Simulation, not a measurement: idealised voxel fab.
Documented hereafter: the process module known as voxel gate over fins.
Section cut is 240 nm wide and gridded with 5 nm square cells.
Reading order for cross-sections: top band down to bottom band. Underlying form: a grid of square cells. Band size: one or more rows of cells. In this notation a band is specified by the heights of its top and bottom, in that order and in nm, after which its materials appear from left to right, each paired with its width in nm. The word "all across" attached to a single material means that material fills the band from edge to edge; the word "empty" stands for empty space. The level at which height equals 0 is the one under which the wafer, as it arrives, is entirely one material. No lower edge exists for the bottom band, which continues downward and is notated as in "0 down". It should be noted that a width expressed as "30..40" varies in equal increments from row to row of cells within the band, taking the value of the first number at the top row and that of the second number at the bottom row. "everything unchanged", as given for a step, is the statement that not any cell of the cross-section underwent a change during that step. Under "Enclosed cavities" you'll find the enclosed gaps, the ones with no way out to the top, that are 8 cells or bigger; each reads width x height at distance, with distance counted from the left edge, everything in nm. Where a step's line continues beyond its settings, the continuation is a remark by the simulator itself on that step. If you see "overlay nm" on a step's line and that step has a mask, it's telling you how far right of where it was planned the mask ended up; a negative number means it went left instead.

### Intended process steps
1,RECEIVE | material Si
2,CONFORMAL_DEP | material SiN | thk nm 5
3,DIRECTIONAL_DEP | material aC | thk nm 15
4,PATTERN | tone cover | mask id FINS | material resist | width nm 15 | pitch nm 50 | thk nm 35 | overlay nm 0
5,DIRECTIONAL_ETCH | etch materials aC | depth nm 15
6,STRIP | etch materials resist
7,DIRECTIONAL_ETCH | etch materials SiN | depth nm 5
8,DIRECTIONAL_ETCH | etch materials Si | depth nm 35
9,STRIP | etch materials aC
10,OXIDIZE | depth nm 5
11,FILL_DEP | material SiO2 | thk nm 15
12,CMP | height nm 5
13,MASKED_ETCH | tone open | mask id RAIL | width nm 15 | etch materials SiO2 | depth nm 35 | overlay nm 0
14,CONFORMAL_DEP | material TiN | thk nm 5
15,FILL_DEP | material W | thk nm 5
16,CMP | height nm 5
17,SELECTIVE_ETCH | etch materials W Ru TiN | depth nm 20
18,FILL_DEP | material SiO2 | thk nm 5
19,CMP | height nm 5
20,SELECTIVE_ETCH | etch materials SiO2 | depth nm 15
21,STRIP | etch materials SiN
22,CONFORMAL_DEP | material HfO2 | thk nm 5
23,CONFORMAL_DEP | material TiN | thk nm 5
24,CONFORMAL_DEP | material TiAl | thk nm 5
25,CONFORMAL_DEP | material TiN | thk nm 5
26,FILL_DEP | material W | thk nm 15
27,CMP | height nm 30
28,CONFORMAL_DEP | material SiCN | thk nm 5

### The first wafer of two, processed as planned

### As-received state of the wafer in cross-section, equivalent to post-step 1
    0 down  Si all across
    Enclosed cavities: none

### Cross-section through the wafer, step 2 finished
    5 to 0  SiN all across
    Anything lower than 0 is untouched.

### Cross-section through the wafer, step 3 finished
    20 to 5  aC all across
    Anything lower than 5 is untouched.

### Cross-section through the wafer, step 4 finished
    55 to 20  85 of empty, then 15 of resist, then 35 of empty, then 15 of resist, then 90 of empty
    Anything lower than 20 is untouched.

### Cross-section through the wafer, step 5 finished
    40 to 20  85 of empty, then 15 of resist, then 35 of empty, then 15 of resist, then 90 of empty
    20 to 5  85 of empty, then 15 of aC, then 35 of empty, then 15 of aC, then 90 of empty
    Anything lower than 5 is untouched.

### Cross-section through the wafer, step 6 finished
    20 to 5  85 of empty, then 15 of aC, then 35 of empty, then 15 of aC, then 90 of empty
    Anything lower than 5 is untouched.

### Cross-section through the wafer, step 7 finished
    20 to 5  85 of empty, then 15 of aC, then 35 of empty, then 15 of aC, then 90 of empty
    5 to 0  85 of empty, then 15 of SiN, then 35 of empty, then 15 of SiN, then 90 of empty
    Anything lower than 0 is untouched.

### Cross-section through the wafer, step 8 finished
    20 to 5  85 of empty, then 15 of aC, then 35 of empty, then 15 of aC, then 90 of empty
    5 to 0  85 of empty, then 15 of SiN, then 35 of empty, then 15 of SiN, then 90 of empty
    0 to -35  85 of empty, then 15 of Si, then 35 of empty, then 15 of Si, then 90 of empty
    Anything lower than -35 is untouched.

### Cross-section through the wafer, step 9 finished
    5 to 0  85 of empty, then 15 of SiN, then 35 of empty, then 15 of SiN, then 90 of empty
    Anything lower than 0 is untouched.

### Cross-section through the wafer, step 10 finished
    5 to 0  85 of empty, then 15 of SiN, then 35 of empty, then 15 of SiN, then 90 of empty
    0 to -35  85 of empty, then 5 of SiO2, then 5 of Si, then 5 of SiO2, then 35 of empty, then 5 of SiO2, then 5 of Si, then 5 of SiO2, then 90 of empty
    -35 to -40  90 of SiO2, then 5 of Si, then 45 of SiO2, then 5 of Si, then 95 of SiO2
    Anything lower than -40 is untouched.

### Cross-section through the wafer, step 11 finished
    20 to 5  SiO2 all across
    5 to 0  85 of SiO2, then 15 of SiN, then 35 of SiO2, then 15 of SiN, then 90 of SiO2
    0 to -40  90 of SiO2, then 5 of Si, then 45 of SiO2, then 5 of Si, then 95 of SiO2
    Anything lower than -40 is untouched.

### Cross-section through the wafer, step 12 finished
    5 to 0  85 of SiO2, then 15 of SiN, then 35 of SiO2, then 15 of SiN, then 90 of SiO2
    Anything lower than 0 is untouched.

### Cross-section through the wafer, step 13 finished
    5 to 0  85 of SiO2, then 15 of SiN, then 10 of SiO2, then 15 of empty, then 10 of SiO2, then 15 of SiN, then 90 of SiO2
    0 to -30  90 of SiO2, then 5 of Si, then 15 of SiO2, then 15 of empty, then 15 of SiO2, then 5 of Si, then 95 of SiO2
    Anything lower than -30 is untouched.

### Cross-section through the wafer, step 14 finished
    10 to 5  115 of TiN, then 5 of empty, then 120 of TiN
    5 to 0  85 of SiO2, then 15 of SiN, then 10 of SiO2, then 5 of TiN, then 5 of empty, then 5 of TiN, then 10 of SiO2, then 15 of SiN, then 90 of SiO2
    0 to -25  90 of SiO2, then 5 of Si, then 15 of SiO2, then 5 of TiN, then 5 of empty, then 5 of TiN, then 15 of SiO2, then 5 of Si, then 95 of SiO2
    -25 to -30  90 of SiO2, then 5 of Si, then 15 of SiO2, then 15 of TiN, then 15 of SiO2, then 5 of Si, then 95 of SiO2
    Anything lower than -30 is untouched.

### Cross-section through the wafer, step 15 finished
    15 to 10  W all across
    10 to 5  115 of TiN, then 5 of W, then 120 of TiN
    5 to 0  85 of SiO2, then 15 of SiN, then 10 of SiO2, then 5 of TiN, then 5 of W, then 5 of TiN, then 10 of SiO2, then 15 of SiN, then 90 of SiO2
    0 to -25  90 of SiO2, then 5 of Si, then 15 of SiO2, then 5 of TiN, then 5 of W, then 5 of TiN, then 15 of SiO2, then 5 of Si, then 95 of SiO2
    Anything lower than -25 is untouched.

### Cross-section through the wafer, step 16 finished
    5 to 0  85 of SiO2, then 15 of SiN, then 10 of SiO2, then 5 of TiN, then 5 of W, then 5 of TiN, then 10 of SiO2, then 15 of SiN, then 90 of SiO2
    Anything lower than 0 is untouched.

### Cross-section through the wafer, step 17 finished
    5 to 0  85 of SiO2, then 15 of SiN, then 10 of SiO2, then 15 of empty, then 10 of SiO2, then 15 of SiN, then 90 of SiO2
    0 to -15  90 of SiO2, then 5 of Si, then 15 of SiO2, then 15 of empty, then 15 of SiO2, then 5 of Si, then 95 of SiO2
    Anything lower than -15 is untouched.

### Cross-section through the wafer, step 18 finished
    10 to 5  SiO2 all across
    5 to 0  85 of SiO2, then 15 of SiN, then 35 of SiO2, then 15 of SiN, then 90 of SiO2
    0 to -15  90 of SiO2, then 5 of Si, then 45 of SiO2, then 5 of Si, then 95 of SiO2
    Anything lower than -15 is untouched.

### Cross-section through the wafer, step 19 finished
    5 to 0  85 of SiO2, then 15 of SiN, then 35 of SiO2, then 15 of SiN, then 90 of SiO2
    Anything lower than 0 is untouched.

### Cross-section through the wafer, step 20 finished
    5 to 0  85 of empty, then 15 of SiN, then 35 of empty, then 15 of SiN, then 90 of empty
    0 to -10  90 of empty, then 5 of Si, then 45 of empty, then 5 of Si, then 95 of empty
    Anything lower than -10 is untouched.

### Cross-section through the wafer, step 21 finished
    0 to -10  90 of empty, then 5 of Si, then 45 of empty, then 5 of Si, then 95 of empty
    Anything lower than -10 is untouched.

### Cross-section through the wafer, step 22 finished
    5 to 0  85 of empty, then 15 of HfO2, then 35 of empty, then 15 of HfO2, then 90 of empty
    0 to -5  85 of empty, then 5 of HfO2, then 5 of Si, then 5 of HfO2, then 35 of empty, then 5 of HfO2, then 5 of Si, then 5 of HfO2, then 90 of empty
    -5 to -10  90 of HfO2, then 5 of Si, then 45 of HfO2, then 5 of Si, then 95 of HfO2
    Anything lower than -10 is untouched.

### Cross-section through the wafer, step 23 finished
    10 to 5  80 of empty, then 25 of TiN, then 25 of empty, then 25 of TiN, then 85 of empty
    5 to 0  80 of empty, then 5 of TiN, then 15 of HfO2, then 5 of TiN, then 25 of empty, then 5 of TiN, then 15 of HfO2, then 5 of TiN, then 85 of empty
    0 to -5  85 of TiN, then 5 of HfO2, then 5 of Si, then 5 of HfO2, then 35 of TiN, then 5 of HfO2, then 5 of Si, then 5 of HfO2, then 90 of TiN
    Anything lower than -5 is untouched.

### Cross-section through the wafer, step 24 finished
    15 to 10  75 of empty, then 35 of TiAl, then 15 of empty, then 35 of TiAl, then 80 of empty
    10 to 5  75 of empty, then 5 of TiAl, then 25 of TiN, then 5 of TiAl, then 15 of empty, then 5 of TiAl, then 25 of TiN, then 5 of TiAl, then 80 of empty
    5 to 0  80 of TiAl, then 5 of TiN, then 15 of HfO2, then 5 of TiN, then 25 of TiAl, then 5 of TiN, then 15 of HfO2, then 5 of TiN, then 85 of TiAl
    Anything lower than 0 is untouched.

### Cross-section through the wafer, step 25 finished
    20 to 15  70 of empty, then 45 of TiN, then 5 of empty, then 45 of TiN, then 75 of empty
    15 to 10  70 of empty, then 5 of TiN, then 35 of TiAl, then 5 of TiN, then 5 of empty, then 5 of TiN, then 35 of TiAl, then 5 of TiN, then 75 of empty
    10 to 5  75 of TiN, then 5 of TiAl, then 25 of TiN, then 5 of TiAl, then 15 of TiN, then 5 of TiAl, then 25 of TiN, then 5 of TiAl, then 80 of TiN
    Anything lower than 5 is untouched.

### Cross-section through the wafer, step 26 finished
    35 to 20  W all across
    20 to 15  70 of W, then 45 of TiN, then 5 of W, then 45 of TiN, then 75 of W
    15 to 10  70 of W, then 5 of TiN, then 35 of TiAl, then 5 of TiN, then 5 of W, then 5 of TiN, then 35 of TiAl, then 5 of TiN, then 75 of W
    Anything lower than 10 is untouched.

### Cross-section through the wafer, step 27 finished
    30 to 20  W all across
    Anything lower than 20 is untouched.

### Cross-section through the wafer, step 28 finished
    35 to 30  SiCN all across
    Anything lower than 30 is untouched.

### The second wafer was prepared from the same starting point and under the same plan as the first; its processing contained one mistake, and it remains indistinguishable from the first wafer up to and including step 25

### Second wafer, cross-section, planned end of step 26
    35 to 15  TiN all across
    15 to 10  75 of TiN, then 35 of TiAl, then 15 of TiN, then 35 of TiAl, then 80 of TiN
    Anything lower than 10 is untouched.

### Second wafer, cross-section, planned end of step 27
    30 to 15  TiN all across
    Anything lower than 15 is untouched.

### Second wafer, cross-section, planned end of step 28
    35 to 30  SiCN all across
    Anything lower than 30 is untouched.
Deviation noted in wafer processing: for step 26, the planned setting was not used; the step was instead run as FILL_DEP | material TiN | thk nm 15
Wafer comparison, final, in cells, second relative to first, materials more or fewer: TiN +156, W -156
